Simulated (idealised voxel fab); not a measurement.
Proc. module: voxel wiring stack
Section shown: cut. Width: 260 nm. Cell size: 5 nm, square.
Cross-section spec: square-cell grid; bands listed top down; each band is one or more rows. In this notation a band is specified by the heights of its top and bottom, in that order and in nm, after which its materials appear from left to right, each paired with its width in nm. The word "all across" attached to a single material means that material fills the band from edge to edge; the word "air" stands for empty space. All heights in this document are referenced to 0, defined as the level beneath which the wafer, as received, consists entirely of one material. The lowest band is not bounded below; it extends indefinitely downward and is written in the form "0 and below". The notation "30->40" denotes a width that varies across the rows of cells in the band, beginning at the first number in the top row, finishing at the second number in the bottom row, and changing by an identical amount from each row to the next. "stayed the same" means the step left every cell of the cross-section as it was. This entry, "Trapped voids", enumerates those empty regions of no fewer than 8 cells that possess no open connection to the top. Each region is reported in the form width x height at distance, the distance being taken from the left edge, with all three quantities expressed in nm. If you see something after the settings on a step's line, that's the simulator's own remark about that step. overlay nm, on a step with a mask: how far to the right of its planned place the mask lay; to the left if negative.
The process steps that were planned are listed below:
| 1 | RECEIVE,material Si |
| 2 | CONFORMAL_DEP,material SiO2,thk nm 10 |
| 3 | DIRECTIONAL_DEP,material TiN,thk nm 5 |
| 4 | DIRECTIONAL_DEP,material W,thk nm 25 |
| 5 | MASKED_ETCH,tone cover,mask id METAL_1,width nm 20,pitch nm 50,etch materials W,depth nm 25,overlay nm 0 |
| 6 | MASKED_ETCH,tone cover,mask id METAL_1,width nm 20,pitch nm 50,etch materials TiN,depth nm 5,overlay nm 0 |
| 7 | CONFORMAL_DEP,material SiN,thk nm 5 |
| 8 | FILL_DEP,material lowk,thk nm 10 |
| 9 | CMP,height nm 40 |
| 10 | CONFORMAL_DEP,material SiCN,thk nm 5 |
| 11 | DIRECTIONAL_DEP,material lowk,thk nm 15 |
| 12 | MASKED_ETCH,tone open,mask id PLUG_1,width nm 15,pitch nm 100,etch materials lowk,depth nm 15,overlay nm 0 |
| 13 | MASKED_ETCH,tone open,mask id PLUG_1,width nm 15,pitch nm 100,etch materials SiCN,depth nm 5,overlay nm 0 |
| 14 | CONFORMAL_DEP,material TiN,thk nm 5 |
| 15 | FILL_DEP,material Cu,thk nm 5 |
| 16 | CMP,height nm 60 |
| 17 | CONFORMAL_DEP,material SiCN,thk nm 5 |
| 18 | DIRECTIONAL_DEP,material SiO2,thk nm 25 |
| 19 | DIRECTIONAL_DEP,material aC,thk nm 15 |
| 20 | PATTERN,tone open,mask id METAL_2,material resist,width nm 20,pitch nm 50,thk nm 30,overlay nm 0 |
| 21 | DIRECTIONAL_ETCH,etch materials aC,depth nm 15 |
| 22 | STRIP,etch materials resist |
| 23 | DIRECTIONAL_ETCH,etch materials SiO2,depth nm 25 |
| 24 | DIRECTIONAL_ETCH,etch materials SiCN,depth nm 5 |
| 25 | STRIP,etch materials aC |
| 26 | CONFORMAL_DEP,material TiN,thk nm 5 |
| 27 | FILL_DEP,material Ru,thk nm 10 |
| 28 | CMP,height nm 90 |
| 29 | CONFORMAL_DEP,material SiCN,thk nm 5 |
| 30 | DIRECTIONAL_DEP,material SiO2,thk nm 20 |
| 31 | MASKED_ETCH,tone open,mask id PLUG_2,width nm 15,pitch nm 50,etch materials SiO2,depth nm 20,overlay nm 0 |
| 32 | MASKED_ETCH,tone open,mask id PLUG_2,width nm 15,pitch nm 50,etch materials SiCN,depth nm 5,overlay nm 0 |
| 33 | CONFORMAL_DEP,material TiN,thk nm 5 |
| 34 | FILL_DEP,material W,thk nm 5 |
| 35 | CMP,height nm 115 |
| 36 | CONFORMAL_DEP,material SiCN,thk nm 5 |
| 37 | DIRECTIONAL_DEP,material SiO2,thk nm 20 |
| 38 | PATTERN,tone open,mask id METAL_3,material resist,width nm 20,pitch nm 50,thk nm 15,overlay nm 0 |
| 39 | DIRECTIONAL_ETCH,etch materials SiO2,depth nm 20 |
| 40 | DIRECTIONAL_ETCH,etch materials SiCN,depth nm 5 |
| 41 | STRIP,etch materials resist |
| 42 | CONFORMAL_DEP,material TiN,thk nm 5 |
| 43 | FILL_DEP,material Ru,thk nm 5 |
| 44 | CMP,height nm 140 |
| 45 | EPI,material Ru,thk nm 5 |
| 46 | FILL_DEP,material SiCN,thk nm 5 |
Concerning the first of two wafers, which was run in accordance with the plan:
The cross-section here shows the wafer as received, i.e. in its state after step 1:
	0 and below  Si all across
	Trapped voids: none
Presented here is a cross-section of the wafer after step 2 has been performed:
	10 down to 0  SiO2 all across
	Below 0 it's all the same as before, nothing changed down there.
Presented here is a cross-section of the wafer after step 3 has been performed:
	15 down to 10  TiN all across
	Below 10 it's all the same as before, nothing changed down there.
Presented here is a cross-section of the wafer after step 4 has been performed:
	40 down to 15  W all across
	Below 15 it's all the same as before, nothing changed down there.
Presented here is a cross-section of the wafer after step 5 has been performed:
	40 down to 15  air 70 / W 20 / air 30 / W 20 / air 30 / W 20 / air 70
	Below 15 it's all the same as before, nothing changed down there.
Presented here is a cross-section of the wafer after step 6 has been performed:
	40 down to 15  air 70 / W 20 / air 30 / W 20 / air 30 / W 20 / air 70
	15 down to 10  air 70 / TiN 20 / air 30 / TiN 20 / air 30 / TiN 20 / air 70
	Below 10 it's all the same as before, nothing changed down there.
Presented here is a cross-section of the wafer after step 7 has been performed:
	45 down to 40  air 65 / SiN 30 / air 20 / SiN 30 / air 20 / SiN 30 / air 65
	40 down to 15  air 65 / SiN 5 / W 20 / SiN 5 / air 20 / SiN 5 / W 20 / SiN 5 / air 20 / SiN 5 / W 20 / SiN 5 / air 65
	15 down to 10  SiN 70 / TiN 20 / SiN 30 / TiN 20 / SiN 30 / TiN 20 / SiN 70
	Below 10 it's all the same as before, nothing changed down there.
Presented here is a cross-section of the wafer after step 8 has been performed:
	55 down to 45  lowk all across
	45 down to 40  lowk 65 / SiN 30 / lowk 20 / SiN 30 / lowk 20 / SiN 30 / lowk 65
	40 down to 15  lowk 65 / SiN 5 / W 20 / SiN 5 / lowk 20 / SiN 5 / W 20 / SiN 5 / lowk 20 / SiN 5 / W 20 / SiN 5 / lowk 65
	Below 15 it's all the same as before, nothing changed down there.
Presented here is a cross-section of the wafer after step 9 has been performed:
	40 down to 15  lowk 65 / SiN 5 / W 20 / SiN 5 / lowk 20 / SiN 5 / W 20 / SiN 5 / lowk 20 / SiN 5 / W 20 / SiN 5 / lowk 65
	Below 15 it's all the same as before, nothing changed down there.
Presented here is a cross-section of the wafer after step 10 has been performed:
	45 down to 40  SiCN all across
	Below 40 it's all the same as before, nothing changed down there.
Presented here is a cross-section of the wafer after step 11 has been performed:
	60 down to 45  lowk all across
	Below 45 it's all the same as before, nothing changed down there.
Presented here is a cross-section of the wafer after step 12 has been performed:
	60 down to 45  lowk 70 / air 15 / lowk 85 / air 15 / lowk 75
	Below 45 it's all the same as before, nothing changed down there.
Presented here is a cross-section of the wafer after step 13 has been performed:
	60 down to 45  lowk 70 / air 15 / lowk 85 / air 15 / lowk 75
	45 down to 40  SiCN 70 / air 15 / SiCN 85 / air 15 / SiCN 75
	Below 40 it's all the same as before, nothing changed down there.
Presented here is a cross-section of the wafer after step 14 has been performed:
	65 down to 60  TiN 75 / air 5 / TiN 95 / air 5 / TiN 80
	60 down to 45  lowk 70 / TiN 5 / air 5 / TiN 5 / lowk 85 / TiN 5 / air 5 / TiN 5 / lowk 75
	45 down to 40  SiCN 70 / TiN 15 / SiCN 85 / TiN 15 / SiCN 75
	Below 40 it's all the same as before, nothing changed down there.
Presented here is a cross-section of the wafer after step 15 has been performed:
	70 down to 65  Cu all across
	65 down to 60  TiN 75 / Cu 5 / TiN 95 / Cu 5 / TiN 80
	60 down to 45  lowk 70 / TiN 5 / Cu 5 / TiN 5 / lowk 85 / TiN 5 / Cu 5 / TiN 5 / lowk 75
	Below 45 it's all the same as before, nothing changed down there.
Presented here is a cross-section of the wafer after step 16 has been performed:
	60 down to 45  lowk 70 / TiN 5 / Cu 5 / TiN 5 / lowk 85 / TiN 5 / Cu 5 / TiN 5 / lowk 75
	Below 45 it's all the same as before, nothing changed down there.
Presented here is a cross-section of the wafer after step 17 has been performed:
	65 down to 60  SiCN all across
	Below 60 it's all the same as before, nothing changed down there.
Presented here is a cross-section of the wafer after step 18 has been performed:
	90 down to 65  SiO2 all across
	Below 65 it's all the same as before, nothing changed down there.
Presented here is a cross-section of the wafer after step 19 has been performed:
	105 down to 90  aC all across
	Below 90 it's all the same as before, nothing changed down there.
Presented here is a cross-section of the wafer after step 20 has been performed:
	135 down to 105  resist 70 / air 20 / resist 30 / air 20 / resist 30 / air 20 / resist 70
	Below 105 it's all the same as before, nothing changed down there.
Presented here is a cross-section of the wafer after step 21 has been performed:
	120 down to 105  resist 70 / air 20 / resist 30 / air 20 / resist 30 / air 20 / resist 70
	105 down to 90  aC 70 / air 20 / aC 30 / air 20 / aC 30 / air 20 / aC 70
	Below 90 it's all the same as before, nothing changed down there.
Presented here is a cross-section of the wafer after step 22 has been performed:
	105 down to 90  aC 70 / air 20 / aC 30 / air 20 / aC 30 / air 20 / aC 70
	Below 90 it's all the same as before, nothing changed down there.
Presented here is a cross-section of the wafer after step 23 has been performed:
	105 down to 90  aC 70 / air 20 / aC 30 / air 20 / aC 30 / air 20 / aC 70
	90 down to 65  SiO2 70 / air 20 / SiO2 30 / air 20 / SiO2 30 / air 20 / SiO2 70
	Below 65 it's all the same as before, nothing changed down there.
Presented here is a cross-section of the wafer after step 24 has been performed:
	105 down to 90  aC 70 / air 20 / aC 30 / air 20 / aC 30 / air 20 / aC 70
	90 down to 65  SiO2 70 / air 20 / SiO2 30 / air 20 / SiO2 30 / air 20 / SiO2 70
	65 down to 60  SiCN 70 / air 20 / SiCN 30 / air 20 / SiCN 30 / air 20 / SiCN 70
	Below 60 it's all the same as before, nothing changed down there.
Presented here is a cross-section of the wafer after step 25 has been performed:
	90 down to 65  SiO2 70 / air 20 / SiO2 30 / air 20 / SiO2 30 / air 20 / SiO2 70
	Below 65 it's all the same as before, nothing changed down there.
Presented here is a cross-section of the wafer after step 26 has been performed:
	95 down to 90  TiN 75 / air 10 / TiN 40 / air 10 / TiN 40 / air 10 / TiN 75
	90 down to 65  SiO2 70 / TiN 5 / air 10 / TiN 5 / SiO2 30 / TiN 5 / air 10 / TiN 5 / SiO2 30 / TiN 5 / air 10 / TiN 5 / SiO2 70
	65 down to 60  SiCN 70 / TiN 20 / SiCN 30 / TiN 20 / SiCN 30 / TiN 20 / SiCN 70
	Below 60 it's all the same as before, nothing changed down there.
Presented here is a cross-section of the wafer after step 27 has been performed:
	105 down to 95  Ru all across
	95 down to 90  TiN 75 / Ru 10 / TiN 40 / Ru 10 / TiN 40 / Ru 10 / TiN 75
	90 down to 65  SiO2 70 / TiN 5 / Ru 10 / TiN 5 / SiO2 30 / TiN 5 / Ru 10 / TiN 5 / SiO2 30 / TiN 5 / Ru 10 / TiN 5 / SiO2 70
	Below 65 it's all the same as before, nothing changed down there.
Presented here is a cross-section of the wafer after step 28 has been performed:
	90 down to 65  SiO2 70 / TiN 5 / Ru 10 / TiN 5 / SiO2 30 / TiN 5 / Ru 10 / TiN 5 / SiO2 30 / TiN 5 / Ru 10 / TiN 5 / SiO2 70
	Below 65 it's all the same as before, nothing changed down there.
Presented here is a cross-section of the wafer after step 29 has been performed:
	95 down to 90  SiCN all across
	Below 90 it's all the same as before, nothing changed down there.
Presented here is a cross-section of the wafer after step 30 has been performed:
	115 down to 95  SiO2 all across
	Below 95 it's all the same as before, nothing changed down there.
Presented here is a cross-section of the wafer after step 31 has been performed:
	115 down to 95  SiO2 70 / air 15 / SiO2 35 / air 15 / SiO2 35 / air 15 / SiO2 75
	Below 95 it's all the same as before, nothing changed down there.
Presented here is a cross-section of the wafer after step 32 has been performed:
	115 down to 95  SiO2 70 / air 15 / SiO2 35 / air 15 / SiO2 35 / air 15 / SiO2 75
	95 down to 90  SiCN 70 / air 15 / SiCN 35 / air 15 / SiCN 35 / air 15 / SiCN 75
	Below 90 it's all the same as before, nothing changed down there.
Presented here is a cross-section of the wafer after step 33 has been performed:
	120 down to 115  TiN 75 / air 5 / TiN 45 / air 5 / TiN 45 / air 5 / TiN 80
	115 down to 95  SiO2 70 / TiN 5 / air 5 / TiN 5 / SiO2 35 / TiN 5 / air 5 / TiN 5 / SiO2 35 / TiN 5 / air 5 / TiN 5 / SiO2 75
	95 down to 90  SiCN 70 / TiN 15 / SiCN 35 / TiN 15 / SiCN 35 / TiN 15 / SiCN 75
	Below 90 it's all the same as before, nothing changed down there.
Presented here is a cross-section of the wafer after step 34 has been performed:
	125 down to 120  W all across
	120 down to 115  TiN 75 / W 5 / TiN 45 / W 5 / TiN 45 / W 5 / TiN 80
	115 down to 95  SiO2 70 / TiN 5 / W 5 / TiN 5 / SiO2 35 / TiN 5 / W 5 / TiN 5 / SiO2 35 / TiN 5 / W 5 / TiN 5 / SiO2 75
	Below 95 it's all the same as before, nothing changed down there.
Presented here is a cross-section of the wafer after step 35 has been performed:
	115 down to 95  SiO2 70 / TiN 5 / W 5 / TiN 5 / SiO2 35 / TiN 5 / W 5 / TiN 5 / SiO2 35 / TiN 5 / W 5 / TiN 5 / SiO2 75
	Below 95 it's all the same as before, nothing changed down there.
Presented here is a cross-section of the wafer after step 36 has been performed:
	120 down to 115  SiCN all across
	Below 115 it's all the same as before, nothing changed down there.
Presented here is a cross-section of the wafer after step 37 has been performed:
	140 down to 120  SiO2 all across
	Below 120 it's all the same as before, nothing changed down there.
Presented here is a cross-section of the wafer after step 38 has been performed:
	155 down to 140  resist 70 / air 20 / resist 30 / air 20 / resist 30 / air 20 / resist 70
	Below 140 it's all the same as before, nothing changed down there.
Presented here is a cross-section of the wafer after step 39 has been performed:
	155 down to 140  resist 70 / air 20 / resist 30 / air 20 / resist 30 / air 20 / resist 70
	140 down to 120  SiO2 70 / air 20 / SiO2 30 / air 20 / SiO2 30 / air 20 / SiO2 70
	Below 120 it's all the same as before, nothing changed down there.
Presented here is a cross-section of the wafer after step 40 has been performed:
	155 down to 140  resist 70 / air 20 / resist 30 / air 20 / resist 30 / air 20 / resist 70
	140 down to 120  SiO2 70 / air 20 / SiO2 30 / air 20 / SiO2 30 / air 20 / SiO2 70
	120 down to 115  SiCN 70 / air 20 / SiCN 30 / air 20 / SiCN 30 / air 20 / SiCN 70
	Below 115 it's all the same as before, nothing changed down there.
Presented here is a cross-section of the wafer after step 41 has been performed:
	140 down to 120  SiO2 70 / air 20 / SiO2 30 / air 20 / SiO2 30 / air 20 / SiO2 70
	Below 120 it's all the same as before, nothing changed down there.
Presented here is a cross-section of the wafer after step 42 has been performed:
	145 down to 140  TiN 75 / air 10 / TiN 40 / air 10 / TiN 40 / air 10 / TiN 75
	140 down to 120  SiO2 70 / TiN 5 / air 10 / TiN 5 / SiO2 30 / TiN 5 / air 10 / TiN 5 / SiO2 30 / TiN 5 / air 10 / TiN 5 / SiO2 70
	120 down to 115  SiCN 70 / TiN 20 / SiCN 30 / TiN 20 / SiCN 30 / TiN 20 / SiCN 70
	Below 115 it's all the same as before, nothing changed down there.
Presented here is a cross-section of the wafer after step 43 has been performed:
	150 down to 145  Ru all across
	145 down to 140  TiN 75 / Ru 10 / TiN 40 / Ru 10 / TiN 40 / Ru 10 / TiN 75
	140 down to 120  SiO2 70 / TiN 5 / Ru 10 / TiN 5 / SiO2 30 / TiN 5 / Ru 10 / TiN 5 / SiO2 30 / TiN 5 / Ru 10 / TiN 5 / SiO2 70
	Below 120 it's all the same as before, nothing changed down there.
Presented here is a cross-section of the wafer after step 44 has been performed:
	140 down to 120  SiO2 70 / TiN 5 / Ru 10 / TiN 5 / SiO2 30 / TiN 5 / Ru 10 / TiN 5 / SiO2 30 / TiN 5 / Ru 10 / TiN 5 / SiO2 70
	Below 120 it's all the same as before, nothing changed down there.
Presented here is a cross-section of the wafer after step 45 has been performed:
	145 down to 140  air 65 / Ru 30 / air 20 / Ru 30 / air 20 / Ru 30 / air 65
	Below 140 it's all the same as before, nothing changed down there.
Presented here is a cross-section of the wafer after step 46 has been performed:
	150 down to 145  SiCN all across
	145 down to 140  SiCN 65 / Ru 30 / SiCN 20 / Ru 30 / SiCN 20 / Ru 30 / SiCN 65
	Below 140 it's all the same as before, nothing changed down there.
Wafer two. Identical start, identical plan. One mistake in execution. Identical history through step 2:
Second wafer cross-section, taken as of the time the plan sets for step 3 to be done:
	25 down to 10  TiN all across
	Below 10 it's all the same as before, nothing changed down there.
Second wafer cross-section, taken as of the time the plan sets for step 4 to be done:
	50 down to 25  W all across
	Below 25 it's all the same as before, nothing changed down there.
Second wafer cross-section, taken as of the time the plan sets for step 5 to be done:
	50 down to 25  air 70 / W 20 / air 30 / W 20 / air 30 / W 20 / air 70
	Below 25 it's all the same as before, nothing changed down there.
Second wafer cross-section, taken as of the time the plan sets for step 6 to be done:
	50 down to 25  air 70 / W 20 / air 30 / W 20 / air 30 / W 20 / air 70
	25 down to 20  air 70 / TiN 20 / air 30 / TiN 20 / air 30 / TiN 20 / air 70
	Below 20 it's all the same as before, nothing changed down there.
Second wafer cross-section, taken as of the time the plan sets for step 7 to be done:
	55 down to 50  air 65 / SiN 30 / air 20 / SiN 30 / air 20 / SiN 30 / air 65
	50 down to 25  air 65 / SiN 5 / W 20 / SiN 5 / air 20 / SiN 5 / W 20 / SiN 5 / air 20 / SiN 5 / W 20 / SiN 5 / air 65
	25 down to 20  SiN 70 / TiN 20 / SiN 30 / TiN 20 / SiN 30 / TiN 20 / SiN 70
	Below 20 it's all the same as before, nothing changed down there.
Second wafer cross-section, taken as of the time the plan sets for step 8 to be done:
	65 down to 55  lowk all across
	55 down to 50  lowk 65 / SiN 30 / lowk 20 / SiN 30 / lowk 20 / SiN 30 / lowk 65
	50 down to 25  lowk 65 / SiN 5 / W 20 / SiN 5 / lowk 20 / SiN 5 / W 20 / SiN 5 / lowk 20 / SiN 5 / W 20 / SiN 5 / lowk 65
	Below 25 it's all the same as before, nothing changed down there.
Second wafer cross-section, taken as of the time the plan sets for step 9 to be done:
	40 down to 25  lowk 65 / SiN 5 / W 20 / SiN 5 / lowk 20 / SiN 5 / W 20 / SiN 5 / lowk 20 / SiN 5 / W 20 / SiN 5 / lowk 65
	Below 25 it's all the same as before, nothing changed down there.
Second wafer cross-section, taken as of the time the plan sets for step 10 to be done:
	45 down to 40  SiCN all across
	Below 40 it's all the same as before, nothing changed down there.
Second wafer cross-section, taken as of the time the plan sets for step 11 to be done:
	60 down to 45  lowk all across
	Below 45 it's all the same as before, nothing changed down there.
Second wafer cross-section, taken as of the time the plan sets for step 12 to be done:
	60 down to 45  lowk 70 / air 15 / lowk 85 / air 15 / lowk 75
	Below 45 it's all the same as before, nothing changed down there.
Second wafer cross-section, taken as of the time the plan sets for step 13 to be done:
	60 down to 45  lowk 70 / air 15 / lowk 85 / air 15 / lowk 75
	45 down to 40  SiCN 70 / air 15 / SiCN 85 / air 15 / SiCN 75
	Below 40 it's all the same as before, nothing changed down there.
Second wafer cross-section, taken as of the time the plan sets for step 14 to be done:
	65 down to 60  TiN 75 / air 5 / TiN 95 / air 5 / TiN 80
	60 down to 45  lowk 70 / TiN 5 / air 5 / TiN 5 / lowk 85 / TiN 5 / air 5 / TiN 5 / lowk 75
	45 down to 40  SiCN 70 / TiN 15 / SiCN 85 / TiN 15 / SiCN 75
	Below 40 it's all the same as before, nothing changed down there.
Second wafer cross-section, taken as of the time the plan sets for step 15 to be done:
	70 down to 65  Cu all across
	65 down to 60  TiN 75 / Cu 5 / TiN 95 / Cu 5 / TiN 80
	60 down to 45  lowk 70 / TiN 5 / Cu 5 / TiN 5 / lowk 85 / TiN 5 / Cu 5 / TiN 5 / lowk 75
	Below 45 it's all the same as before, nothing changed down there.
Second wafer cross-section, taken as of the time the plan sets for step 16 to be done:
	60 down to 45  lowk 70 / TiN 5 / Cu 5 / TiN 5 / lowk 85 / TiN 5 / Cu 5 / TiN 5 / lowk 75
	Below 45 it's all the same as before, nothing changed down there.
Second wafer cross-section, taken as of the time the plan sets for step 17 to be done:
	65 down to 60  SiCN all across
	Below 60 it's all the same as before, nothing changed down there.
Second wafer cross-section, taken as of the time the plan sets for step 18 to be done:
	90 down to 65  SiO2 all across
	Below 65 it's all the same as before, nothing changed down there.
Second wafer cross-section, taken as of the time the plan sets for step 19 to be done:
	105 down to 90  aC all across
	Below 90 it's all the same as before, nothing changed down there.
Second wafer cross-section, taken as of the time the plan sets for step 20 to be done:
	135 down to 105  resist 70 / air 20 / resist 30 / air 20 / resist 30 / air 20 / resist 70
	Below 105 it's all the same as before, nothing changed down there.
Second wafer cross-section, taken as of the time the plan sets for step 21 to be done:
	120 down to 105  resist 70 / air 20 / resist 30 / air 20 / resist 30 / air 20 / resist 70
	105 down to 90  aC 70 / air 20 / aC 30 / air 20 / aC 30 / air 20 / aC 70
	Below 90 it's all the same as before, nothing changed down there.
Second wafer cross-section, taken as of the time the plan sets for step 22 to be done:
	105 down to 90  aC 70 / air 20 / aC 30 / air 20 / aC 30 / air 20 / aC 70
	Below 90 it's all the same as before, nothing changed down there.
Second wafer cross-section, taken as of the time the plan sets for step 23 to be done:
	105 down to 90  aC 70 / air 20 / aC 30 / air 20 / aC 30 / air 20 / aC 70
	90 down to 65  SiO2 70 / air 20 / SiO2 30 / air 20 / SiO2 30 / air 20 / SiO2 70
	Below 65 it's all the same as before, nothing changed down there.
Second wafer cross-section, taken as of the time the plan sets for step 24 to be done:
	105 down to 90  aC 70 / air 20 / aC 30 / air 20 / aC 30 / air 20 / aC 70
	90 down to 65  SiO2 70 / air 20 / SiO2 30 / air 20 / SiO2 30 / air 20 / SiO2 70
	65 down to 60  SiCN 70 / air 20 / SiCN 30 / air 20 / SiCN 30 / air 20 / SiCN 70
	Below 60 it's all the same as before, nothing changed down there.
Second wafer cross-section, taken as of the time the plan sets for step 25 to be done:
	90 down to 65  SiO2 70 / air 20 / SiO2 30 / air 20 / SiO2 30 / air 20 / SiO2 70
	Below 65 it's all the same as before, nothing changed down there.
Second wafer cross-section, taken as of the time the plan sets for step 26 to be done:
	95 down to 90  TiN 75 / air 10 / TiN 40 / air 10 / TiN 40 / air 10 / TiN 75
	90 down to 65  SiO2 70 / TiN 5 / air 10 / TiN 5 / SiO2 30 / TiN 5 / air 10 / TiN 5 / SiO2 30 / TiN 5 / air 10 / TiN 5 / SiO2 70
	65 down to 60  SiCN 70 / TiN 20 / SiCN 30 / TiN 20 / SiCN 30 / TiN 20 / SiCN 70
	Below 60 it's all the same as before, nothing changed down there.
Second wafer cross-section, taken as of the time the plan sets for step 27 to be done:
	105 down to 95  Ru all across
	95 down to 90  TiN 75 / Ru 10 / TiN 40 / Ru 10 / TiN 40 / Ru 10 / TiN 75
	90 down to 65  SiO2 70 / TiN 5 / Ru 10 / TiN 5 / SiO2 30 / TiN 5 / Ru 10 / TiN 5 / SiO2 30 / TiN 5 / Ru 10 / TiN 5 / SiO2 70
	Below 65 it's all the same as before, nothing changed down there.
Second wafer cross-section, taken as of the time the plan sets for step 28 to be done:
	90 down to 65  SiO2 70 / TiN 5 / Ru 10 / TiN 5 / SiO2 30 / TiN 5 / Ru 10 / TiN 5 / SiO2 30 / TiN 5 / Ru 10 / TiN 5 / SiO2 70
	Below 65 it's all the same as before, nothing changed down there.
Second wafer cross-section, taken as of the time the plan sets for step 29 to be done:
	95 down to 90  SiCN all across
	Below 90 it's all the same as before, nothing changed down there.
Second wafer cross-section, taken as of the time the plan sets for step 30 to be done:
	115 down to 95  SiO2 all across
	Below 95 it's all the same as before, nothing changed down there.
Second wafer cross-section, taken as of the time the plan sets for step 31 to be done:
	115 down to 95  SiO2 70 / air 15 / SiO2 35 / air 15 / SiO2 35 / air 15 / SiO2 75
	Below 95 it's all the same as before, nothing changed down there.
Second wafer cross-section, taken as of the time the plan sets for step 32 to be done:
	115 down to 95  SiO2 70 / air 15 / SiO2 35 / air 15 / SiO2 35 / air 15 / SiO2 75
	95 down to 90  SiCN 70 / air 15 / SiCN 35 / air 15 / SiCN 35 / air 15 / SiCN 75
	Below 90 it's all the same as before, nothing changed down there.
Second wafer cross-section, taken as of the time the plan sets for step 33 to be done:
	120 down to 115  TiN 75 / air 5 / TiN 45 / air 5 / TiN 45 / air 5 / TiN 80
	115 down to 95  SiO2 70 / TiN 5 / air 5 / TiN 5 / SiO2 35 / TiN 5 / air 5 / TiN 5 / SiO2 35 / TiN 5 / air 5 / TiN 5 / SiO2 75
	95 down to 90  SiCN 70 / TiN 15 / SiCN 35 / TiN 15 / SiCN 35 / TiN 15 / SiCN 75
	Below 90 it's all the same as before, nothing changed down there.
Second wafer cross-section, taken as of the time the plan sets for step 34 to be done:
	125 down to 120  W all across
	120 down to 115  TiN 75 / W 5 / TiN 45 / W 5 / TiN 45 / W 5 / TiN 80
	115 down to 95  SiO2 70 / TiN 5 / W 5 / TiN 5 / SiO2 35 / TiN 5 / W 5 / TiN 5 / SiO2 35 / TiN 5 / W 5 / TiN 5 / SiO2 75
	Below 95 it's all the same as before, nothing changed down there.
Second wafer cross-section, taken as of the time the plan sets for step 35 to be done:
	115 down to 95  SiO2 70 / TiN 5 / W 5 / TiN 5 / SiO2 35 / TiN 5 / W 5 / TiN 5 / SiO2 35 / TiN 5 / W 5 / TiN 5 / SiO2 75
	Below 95 it's all the same as before, nothing changed down there.
Second wafer cross-section, taken as of the time the plan sets for step 36 to be done:
	120 down to 115  SiCN all across
	Below 115 it's all the same as before, nothing changed down there.
Second wafer cross-section, taken as of the time the plan sets for step 37 to be done:
	140 down to 120  SiO2 all across
	Below 120 it's all the same as before, nothing changed down there.
Second wafer cross-section, taken as of the time the plan sets for step 38 to be done:
	155 down to 140  resist 70 / air 20 / resist 30 / air 20 / resist 30 / air 20 / resist 70
	Below 140 it's all the same as before, nothing changed down there.
Second wafer cross-section, taken as of the time the plan sets for step 39 to be done:
	155 down to 140  resist 70 / air 20 / resist 30 / air 20 / resist 30 / air 20 / resist 70
	140 down to 120  SiO2 70 / air 20 / SiO2 30 / air 20 / SiO2 30 / air 20 / SiO2 70
	Below 120 it's all the same as before, nothing changed down there.
Second wafer cross-section, taken as of the time the plan sets for step 40 to be done:
	155 down to 140  resist 70 / air 20 / resist 30 / air 20 / resist 30 / air 20 / resist 70
	140 down to 120  SiO2 70 / air 20 / SiO2 30 / air 20 / SiO2 30 / air 20 / SiO2 70
	120 down to 115  SiCN 70 / air 20 / SiCN 30 / air 20 / SiCN 30 / air 20 / SiCN 70
	Below 115 it's all the same as before, nothing changed down there.
Second wafer cross-section, taken as of the time the plan sets for step 41 to be done:
	140 down to 120  SiO2 70 / air 20 / SiO2 30 / air 20 / SiO2 30 / air 20 / SiO2 70
	Below 120 it's all the same as before, nothing changed down there.
Second wafer cross-section, taken as of the time the plan sets for step 42 to be done:
	145 down to 140  TiN 75 / air 10 / TiN 40 / air 10 / TiN 40 / air 10 / TiN 75
	140 down to 120  SiO2 70 / TiN 5 / air 10 / TiN 5 / SiO2 30 / TiN 5 / air 10 / TiN 5 / SiO2 30 / TiN 5 / air 10 / TiN 5 / SiO2 70
	120 down to 115  SiCN 70 / TiN 20 / SiCN 30 / TiN 20 / SiCN 30 / TiN 20 / SiCN 70
	Below 115 it's all the same as before, nothing changed down there.
Second wafer cross-section, taken as of the time the plan sets for step 43 to be done:
	150 down to 145  Ru all across
	145 down to 140  TiN 75 / Ru 10 / TiN 40 / Ru 10 / TiN 40 / Ru 10 / TiN 75
	140 down to 120  SiO2 70 / TiN 5 / Ru 10 / TiN 5 / SiO2 30 / TiN 5 / Ru 10 / TiN 5 / SiO2 30 / TiN 5 / Ru 10 / TiN 5 / SiO2 70
	Below 120 it's all the same as before, nothing changed down there.
Second wafer cross-section, taken as of the time the plan sets for step 44 to be done:
	140 down to 120  SiO2 70 / TiN 5 / Ru 10 / TiN 5 / SiO2 30 / TiN 5 / Ru 10 / TiN 5 / SiO2 30 / TiN 5 / Ru 10 / TiN 5 / SiO2 70
	Below 120 it's all the same as before, nothing changed down there.
Second wafer cross-section, taken as of the time the plan sets for step 45 to be done:
	145 down to 140  air 65 / Ru 30 / air 20 / Ru 30 / air 20 / Ru 30 / air 65
	Below 140 it's all the same as before, nothing changed down there.
Second wafer cross-section, taken as of the time the plan sets for step 46 to be done:
	150 down to 145  SiCN all across
	145 down to 140  SiCN 65 / Ru 30 / SiCN 20 / Ru 30 / SiCN 20 / Ru 30 / SiCN 65
	Below 140 it's all the same as before, nothing changed down there.
Want to know what went wrong? step 3 ran differently from the plan; actual operation with settings: DIRECTIONAL_DEP,material TiN,thk nm 15
End check, counted in cells, second wafer has more or fewer of these materials than the first: SiN: 12 fewer, TiN: 104 more, W: 24 fewer, lowk: 68 fewer
